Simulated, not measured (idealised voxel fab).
process module | voxel quadruple lines
cross-section cut | 255 nm wide | cells 5 nm
A cross-section is a grid of square cells, given in bands from the top down. A band is one or more rows of cells.
Each band's line starts with the height of the band's top and of its bottom, in nm. Then come its materials from left to right, each with its width in nm. One material with "throughout" fills the band from edge to edge. "air" is empty space.
Height 0 is the level under which the wafer as received is all one material. The lowest band goes on downwards, as in "0 down".
A width such as "30 to 40" changes by the same amount from each row of cells to the next, from the band's top row to its bottom row.
"no change" after a step means that no cell of the cross-section changed.
closed voids: empty space of 8 cells or more with no open way to the top, each as width x height at its distance from the left edge, in nm
after a step's settings: what the simulator itself notes on the step
overlay nm, on a step with a mask: how far to the right of its planned place the mask lay; to the left if negative
plan
1 op RECEIVE | material Si
2 op CONFORMAL_DEP | material SiO2 | thk nm 10
3 op DIRECTIONAL_DEP | material Ru | thk nm 10
4 op DIRECTIONAL_DEP | material polySi | thk nm 20
5 op DIRECTIONAL_DEP | material aC | thk nm 20
6 op PATTERN | tone cover | mask id MANDREL | material resist | width nm 35 | thk nm 30 | overlay nm -15
7 op DIRECTIONAL_ETCH | etch materials aC | depth nm 20
8 op STRIP | etch materials resist
9 op CONFORMAL_DEP | material SiO2 | thk nm 15
10 op DIRECTIONAL_ETCH | etch materials SiO2 | depth nm 15
11 op STRIP | etch materials aC
12 op DIRECTIONAL_ETCH | etch materials polySi | depth nm 20
13 op STRIP | etch materials SiO2
14 op CONFORMAL_DEP | material SiCN | thk nm 10
15 op DIRECTIONAL_ETCH | etch materials SiCN | depth nm 10
16 op STRIP | etch materials polySi
17 op DIRECTIONAL_ETCH | etch materials Ru | depth nm 10
18 op STRIP | etch materials SiCN
19 op FILL_DEP | material lowk | thk nm 5
20 op CMP | height nm 20
varied across the wafers: overlay nm of step 6. The plan shows the first wafer's value. All wafers start alike
first wafer as received, after step 1
  0 down: Si throughout
  closed voids: none
first wafer at the end, after step 20
  20 to 10: lowk 70 | Ru 10 | lowk 15 | Ru 10 | lowk 15 | Ru 10 | lowk 15 | Ru 10 | lowk 100
  10 to 0: SiO2 throughout
  0 down: Si throughout
  closed voids: none
last wafer at the end
  20 to 10: lowk 100 | Ru 10 | lowk 15 | Ru 10 | lowk 15 | Ru 10 | lowk 15 | Ru 10 | lowk 70
  10 to 0: SiO2 throughout
  0 down: Si throughout
  closed voids: none
each wafer at the end: cells of each material gained (+) or lost (-) since it was received, then its closed voids
overlay nm -15 | +16 Ru | +102 SiO2 | +86 lowk | closed voids: none
overlay nm -10 | +16 Ru | +102 SiO2 | +86 lowk | closed voids: none
overlay nm -5 | +16 Ru | +102 SiO2 | +86 lowk | closed voids: none
overlay nm 0 | +16 Ru | +102 SiO2 | +86 lowk | closed voids: none
overlay nm 5 | +16 Ru | +102 SiO2 | +86 lowk | closed voids: none
overlay nm 10 | +16 Ru | +102 SiO2 | +86 lowk | closed voids: none
overlay nm 15 | +16 Ru | +102 SiO2 | +86 lowk | closed voids: none
